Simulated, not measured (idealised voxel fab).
Proc. module: voxel released beams
Cross-section cut spans 215 nm and uses square cells 5 nm in size.
Cross-section spec: square-cell grid; bands listed top down; each band is one or more rows. It is stipulated that each band's entry specify, in nanometres, the height of the top of the band and then that of its bottom, followed by the materials of the band in left-to-right sequence, each together with its width in nanometres. A single material marked by the word "edge to edge" is understood to fill the band from edge to edge; the word "blank" is understood to denote empty space. For the purposes of this specification, 0 denotes the height below which the wafer in its as-received condition is composed wholly of one material, and the lowermost band, lacking a lower limit, extends downward without end, as expressed in "0 down". Width: "30..40" (first number = top row, second number = bottom row, same change from row to row of cells). The cross-section has no changed cell in any step marked "nothing altered". Each empty space that has no open way to the top and spans at least 8 cells appears under "Cavities, closed" as width x height at distance, the distance counted from the left edge, all in nm. Post-settings text on a step line: simulator's own remark regarding the step. "overlay nm" denotes, for a step that has a mask, the displacement of the mask to the right of its planned place, with negative values corresponding to the left. Note: before/after cross-section pairs follow, one process step per pair, after-side truncated at the lowest changed band, step and settings given beneath. Different runs of this module on the same starting wafer may supply the pairs; a pair continues the one above only where the "State before step" entry says so.
State before step
> 0 down  Si edge to edge
> Cavities, closed: none
Post-Process View
> 5 to 0  Al2O3 edge to edge
> Below 0 it's all the same as before, nothing changed down there.
> Cavities, closed: none
Step that separates the before view from the after view above: op CONFORMAL_DEP | material Al2O3 | thk nm 5
State before step: nothing new to draw here, it's the after view of the pair just above.
Post-Process View
> 15 to 5  SiO2 edge to edge
> Below 5 it's all the same as before, nothing changed down there.
> Cavities, closed: none
Step that separates the before view from the after view above: op DIRECTIONAL_DEP | material SiO2 | thk nm 10
State before step: nothing new to draw here, it's the after view of the pair just above.
Post-Process View
> 35 to 15  45 resist; 45 blank; 125 resist
> Below 15 it's all the same as before, nothing changed down there.
> Cavities, closed: none
Step that separates the before view from the after view above: op PATTERN | tone open | mask id ANCHOR | material resist | width nm 45 | thk nm 20 | overlay nm 0
State before step: nothing new to draw here, it's the after view of the pair just above.
Post-Process View
> 35 to 15  45 resist; 45 blank; 125 resist
> 15 to 5  45 SiO2; 45 blank; 125 SiO2
> Below 5 it's all the same as before, nothing changed down there.
> Cavities, closed: none
Step that separates the before view from the after view above: op DIRECTIONAL_ETCH | etch materials SiO2 | depth nm 10
State before step: nothing new to draw here, it's the after view of the pair just above.
Post-Process View
> 15 to 5  45 SiO2; 45 blank; 125 SiO2
> Below 5 it's all the same as before, nothing changed down there.
> Cavities, closed: none
Step that separates the before view from the after view above: op STRIP | etch materials resist
State before step: nothing new to draw here, it's the after view of the pair just above.
Post-Process View
> 30 to 20  60 W; 15 blank; 140 W
> 20 to 15  W edge to edge
> 15 to 5  45 SiO2; 45 W; 125 SiO2
> Below 5 it's all the same as before, nothing changed down there.
> Cavities, closed: none
Step that separates the before view from the after view above: op CONFORMAL_DEP | material W | thk nm 15
State before step: nothing new to draw here, it's the after view of the pair just above.
Post-Process View
> 30 to 20  40 blank; 20 W; 15 blank; 95 W; 45 blank
> 20 to 15  40 blank; 130 W; 45 blank
> Below 15 it's all the same as before, nothing changed down there.
> Cavities, closed: none
Step that separates the before view from the after view above: op MASKED_ETCH | tone cover | mask id BEAM | width nm 130 | etch materials W | depth nm 15 | overlay nm 0
State before step: nothing new to draw here, it's the after view of the pair just above.
Post-Process View
> 30 to 20  40 blank; 20 W; 15 blank; 95 W; 45 blank
> 20 to 15  40 blank; 130 W; 45 blank
> 15 to 5  45 blank; 45 W; 125 blank
> Below 5 it's all the same as before, nothing changed down there.
> Cavities, closed: none
Step that separates the before view from the after view above: op STRIP | etch materials SiO2
State before step
> 0 down  Si edge to edge
> Cavities, closed: none
Post-Process View
> 10 to 0  SiO2 edge to edge
> Below 0 it's all the same as before, nothing changed down there.
> Cavities, closed: none
Step that separates the before view from the after view above: op DIRECTIONAL_DEP | material SiO2 | thk nm 10
State before step: nothing new to draw here, it's the after view of the pair just above.
Post-Process View
> 30 to 10  45 resist; 45 blank; 125 resist
> Below 10 it's all the same as before, nothing changed down there.
> Cavities, closed: none
Step that separates the before view from the after view above: op PATTERN | tone open | mask id ANCHOR | material resist | width nm 45 | thk nm 20 | overlay nm 0
State before step: nothing new to draw here, it's the after view of the pair just above.
Post-Process View
> 30 to 10  45 resist; 45 blank; 125 resist
> 10 to 0  45 SiO2; 45 blank; 125 SiO2
> Below 0 it's all the same as before, nothing changed down there.
> Cavities, closed: none
Step that separates the before view from the after view above: op DIRECTIONAL_ETCH | etch materials SiO2 | depth nm 10
State before step: nothing new to draw here, it's the after view of the pair just above.
Post-Process View
> 10 to 0  45 SiO2; 45 blank; 125 SiO2
> Below 0 it's all the same as before, nothing changed down there.
> Cavities, closed: none
Step that separates the before view from the after view above: op STRIP | etch materials resist
State before step: nothing new to draw here, it's the after view of the pair just above.
Post-Process View
> 25 to 15  60 W; 15 blank; 140 W
> 15 to 10  W edge to edge
> 10 to 0  45 SiO2; 45 W; 125 SiO2
> Below 0 it's all the same as before, nothing changed down there.
> Cavities, closed: none
Step that separates the before view from the after view above: op CONFORMAL_DEP | material W | thk nm 15
State before step: nothing new to draw here, it's the after view of the pair just above.
Post-Process View
> 25 to 15  40 blank; 20 W; 15 blank; 95 W; 45 blank
> 15 to 10  40 blank; 130 W; 45 blank
> Below 10 it's all the same as before, nothing changed down there.
> Cavities, closed: none
Step that separates the before view from the after view above: op MASKED_ETCH | tone cover | mask id BEAM | width nm 130 | etch materials W | depth nm 15 | overlay nm 0
State before step: nothing new to draw here, it's the after view of the pair just above.
Post-Process View
> 25 to 15  40 blank; 20 W; 15 blank; 95 W; 45 blank
> 15 to 10  40 blank; 130 W; 45 blank
> 10 to 0  45 blank; 45 W; 125 blank
> Below 0 it's all the same as before, nothing changed down there.
> Cavities, closed: none
Step that separates the before view from the after view above: op STRIP | etch materials SiO2
State before step
> 30 to 20  60 W; 15 blank; 140 W
> 20 to 15  W edge to edge
> 15 to 5  45 SiO2; 45 W; 125 SiO2
> 5 to 0  Al2O3 edge to edge
> 0 down  Si edge to edge
> Cavities, closed: none
Post-Process View
> 45 to 15  W edge to edge
> Below 15 it's all the same as before, nothing changed down there.
> Cavities, closed: none
Step that separates the before view from the after view above: op CONFORMAL_DEP | material W | thk nm 15
State before step: nothing new to draw here, it's the after view of the pair just above.
Post-Process View
> 45 to 30  40 blank; 130 W; 45 blank
> Below 30 it's all the same as before, nothing changed down there.
> Cavities, closed: none
Step that separates the before view from the after view above: op MASKED_ETCH | tone cover | mask id BEAM | width nm 130 | etch materials W | depth nm 15 | overlay nm 0
State before step
> 10 to 0  SiO2 edge to edge
> 0 down  Si edge to edge
> Cavities, closed: none
Post-Process View
> 15 to 10  Al2O3 edge to edge
> Below 10 it's all the same as before, nothing changed down there.
> Cavities, closed: none
Step that separates the before view from the after view above: op CONFORMAL_DEP | material Al2O3 | thk nm 5
State before step: nothing new to draw here, it's the after view of the pair just above.
Post-Process View
> 35 to 15  45 resist; 45 blank; 125 resist
> Below 15 it's all the same as before, nothing changed down there.
> Cavities, closed: none
Step that separates the before view from the after view above: op PATTERN | tone open | mask id ANCHOR | material resist | width nm 45 | thk nm 20 | overlay nm 0
State before step: nothing new to draw here, it's the after view of the pair just above.
Post-Process View
> 15 to 10  Al2O3 edge to edge
> Below 10 it's all the same as before, nothing changed down there.
> Cavities, closed: none
Step that separates the before view from the after view above: op STRIP | etch materials resist
State before step: nothing new to draw here, it's the after view of the pair just above.
Post-Process View
> 30 to 15  W edge to edge
> Below 15 it's all the same as before, nothing changed down there.
> Cavities, closed: none
Step that separates the before view from the after view above: op CONFORMAL_DEP | material W | thk nm 15
State before step: nothing new to draw here, it's the after view of the pair just above.
Post-Process View
> 30 to 15  40 blank; 130 W; 45 blank
> Below 15 it's all the same as before, nothing changed down there.
> Cavities, closed: none
Step that separates the before view from the after view above: op MASKED_ETCH | tone cover | mask id BEAM | width nm 130 | etch materials W | depth nm 15 | overlay nm 0
State before step
> 15 to 5  45 SiO2; 45 blank; 125 SiO2
> 5 to 0  Al2O3 edge to edge
> 0 down  Si edge to edge
> Cavities, closed: none
Post-Process View
> 20 to 15  50 W; 35 blank; 130 W
> 15 to 10  45 SiO2; 5 W; 35 blank; 5 W; 125 SiO2
> 10 to 5  45 SiO2; 45 W; 125 SiO2
> Below 5 it's all the same as before, nothing changed down there.
> Cavities, closed: none
Step that separates the before view from the after view above: op CONFORMAL_DEP | material W | thk nm 5
State before step: nothing new to draw here, it's the after view of the pair just above.
Post-Process View
> 20 to 15  40 blank; 10 W; 35 blank; 85 W; 45 blank
> Below 15 it's all the same as before, nothing changed down there.
> Cavities, closed: none
Step that separates the before view from the after view above: op MASKED_ETCH | tone cover | mask id BEAM | width nm 130 | etch materials W | depth nm 15 | overlay nm 0
State before step: nothing new to draw here, it's the after view of the pair just above.
Post-Process View
> 20 to 10  40..45 blank; 10..5 W; 35 blank; 85..5 W; 45..125 blank
> 10 to 5  45 blank; 45 W; 125 blank
> Below 5 it's all the same as before, nothing changed down there.
> Cavities, closed: none
Step that separates the before view from the after view above: op STRIP | etch materials SiO2
State before step
> 30 to 20  60 W; 15 blank; 140 W
> 20 to 15  W edge to edge
> 15 to 5  45 SiO2; 45 W; 125 SiO2
> 5 to 0  Al2O3 edge to edge
> 0 down  Si edge to edge
> Cavities, closed: none
Post-Process View
> 30 to 20  45 blank; 15 W; 15 blank; 95 W; 45 blank
> 20 to 15  45 blank; 125 W; 45 blank
> Below 15 it's all the same as before, nothing changed down there.
> Cavities, closed: none
Step that separates the before view from the after view above: op MASKED_ETCH | tone cover | mask id BEAM | width nm 125 | etch materials W | depth nm 15 | overlay nm 0
State before step: nothing new to draw here, it's the after view of the pair just above.
Post-Process View
> 30 to 20  45 blank; 15 W; 15 blank; 95 W; 45 blank
> 20 to 15  45 blank; 125 W; 45 blank
> 15 to 5  45 blank; 45 W; 125 blank
> Below 5 it's all the same as before, nothing changed down there.
> Cavities, closed: none
Step that separates the before view from the after view above: op STRIP | etch materials SiO2
State before step
> 30 to 20  60 W; 15 blank; 140 W
> 20 to 15  W edge to edge
> 15 to 5  45 SiO2; 45 W; 125 SiO2
> 5 to 0  Al2O3 edge to edge
> 0 down  Si edge to edge
> Cavities, closed: none
Post-Process View
> 30 to 20  45 blank; 15 W; 15 blank; 100 W; 40 blank
> 20 to 15  45 blank; 130 W; 40 blank
> Below 15 it's all the same as before, nothing changed down there.
> Cavities, closed: none
Step that separates the before view from the after view above: op MASKED_ETCH | tone cover | mask id BEAM | width nm 130 | etch materials W | depth nm 15 | overlay nm 5
State before step: nothing new to draw here, it's the after view of the pair just above.
Post-Process View
> 30 to 20  45 blank; 15 W; 15 blank; 100 W; 40 blank
> 20 to 15  45 blank; 130 W; 40 blank
> 15 to 5  45 blank; 45 W; 125 blank
> Below 5 it's all the same as before, nothing changed down there.
> Cavities, closed: none
Step that separates the before view from the after view above: op STRIP | etch materials SiO2
State before step
> 0 down  Si edge to edge
> Cavities, closed: none
Post-Process View
> 5 to 0  SiO2 edge to edge
> Below 0 it's all the same as before, nothing changed down there.
> Cavities, closed: none
Step that separates the before view from the after view above: op CONFORMAL_DEP | material SiO2 | thk nm 5
State before step: nothing new to draw here, it's the after view of the pair just above.
Post-Process View
> 15 to 0  SiO2 edge to edge
> Below 0 it's all the same as before, nothing changed down there.
> Cavities, closed: none
Step that separates the before view from the after view above: op DIRECTIONAL_DEP | material SiO2 | thk nm 10
State before step: nothing new to draw here, it's the after view of the pair just above.
Post-Process View
> 35 to 15  45 resist; 45 blank; 125 resist
> Below 15 it's all the same as before, nothing changed down there.
> Cavities, closed: none
Step that separates the before view from the after view above: op PATTERN | tone open | mask id ANCHOR | material resist | width nm 45 | thk nm 20 | overlay nm 0
State before step: nothing new to draw here, it's the after view of the pair just above.
Post-Process View
> 35 to 15  45 resist; 45 blank; 125 resist
> 15 to 5  45 SiO2; 45 blank; 125 SiO2
> Below 5 it's all the same as before, nothing changed down there.
> Cavities, closed: none
Step that separates the before view from the after view above: op DIRECTIONAL_ETCH | etch materials SiO2 | depth nm 10
State before step: nothing new to draw here, it's the after view of the pair just above.
Post-Process View
> 15 to 5  45 SiO2; 45 blank; 125 SiO2
> Below 5 it's all the same as before, nothing changed down there.
> Cavities, closed: none
Step that separates the before view from the after view above: op STRIP | etch materials resist
State before step: nothing new to draw here, it's the after view of the pair just above.
Post-Process View
> 30 to 20  60 W; 15 blank; 140 W
> 20 to 15  W edge to edge
> 15 to 5  45 SiO2; 45 W; 125 SiO2
> Below 5 it's all the same as before, nothing changed down there.
> Cavities, closed: none
Step that separates the before view from the after view above: op CONFORMAL_DEP | material W | thk nm 15
State before step: nothing new to draw here, it's the after view of the pair just above.
Post-Process View
> 30 to 20  40 blank; 20 W; 15 blank; 95 W; 45 blank
> 20 to 15  40 blank; 130 W; 45 blank
> Below 15 it's all the same as before, nothing changed down there.
> Cavities, closed: none
Step that separates the before view from the after view above: op MASKED_ETCH | tone cover | mask id BEAM | width nm 130 | etch materials W | depth nm 15 | overlay nm 0
State before step: nothing new to draw here, it's the after view of the pair just above.
Post-Process View
> 0 down  Si edge to edge
> Cavities, closed: none
Step that separates the before view from the after view above: op STRIP | etch materials SiO2
State before step
> 15 to 5  SiO2 edge to edge
> 5 to 0  Al2O3 edge to edge
> 0 down  Si edge to edge
> Cavities, closed: none
Post-Process View
> 35 to 15  45 blank; 45 resist; 125 blank
> Below 15 it's all the same as before, nothing changed down there.
> Cavities, closed: none
Step that separates the before view from the after view above: op PATTERN | tone cover | mask id ANCHOR | material resist | width nm 45 | thk nm 20 | overlay nm 0
State before step: nothing new to draw here, it's the after view of the pair just above.
Post-Process View
> 35 to 15  45 blank; 45 resist; 125 blank
> 15 to 5  45 blank; 45 SiO2; 125 blank
> Below 5 it's all the same as before, nothing changed down there.
> Cavities, closed: none
Step that separates the before view from the after view above: op DIRECTIONAL_ETCH | etch materials SiO2 | depth nm 10
State before step: nothing new to draw here, it's the after view of the pair just above.
Post-Process View
> 15 to 5  45 blank; 45 SiO2; 125 blank
> Below 5 it's all the same as before, nothing changed down there.
> Cavities, closed: none
Step that separates the before view from the after view above: op STRIP | etch materials resist
State before step: nothing new to draw here, it's the after view of the pair just above.
Post-Process View
> 30 to 20  30 blank; 75 W; 110 blank
> 20 to 15  W edge to edge
> 15 to 5  45 W; 45 SiO2; 125 W
> Below 5 it's all the same as before, nothing changed down there.
> Cavities, closed: none
Step that separates the before view from the after view above: op CONFORMAL_DEP | material W | thk nm 15
State before step: nothing new to draw here, it's the after view of the pair just above.
Post-Process View
> 30 to 20  40 blank; 65 W; 110 blank
> 20 to 15  40 blank; 130 W; 45 blank
> 15 to 5  30 blank; 15 W; 45 SiO2; 80 W; 45 blank
> Below 5 it's all the same as before, nothing changed down there.
> Cavities, closed: none
Step that separates the before view from the after view above: op MASKED_ETCH | tone cover | mask id BEAM | width nm 130 | etch materials W | depth nm 15 | overlay nm 0
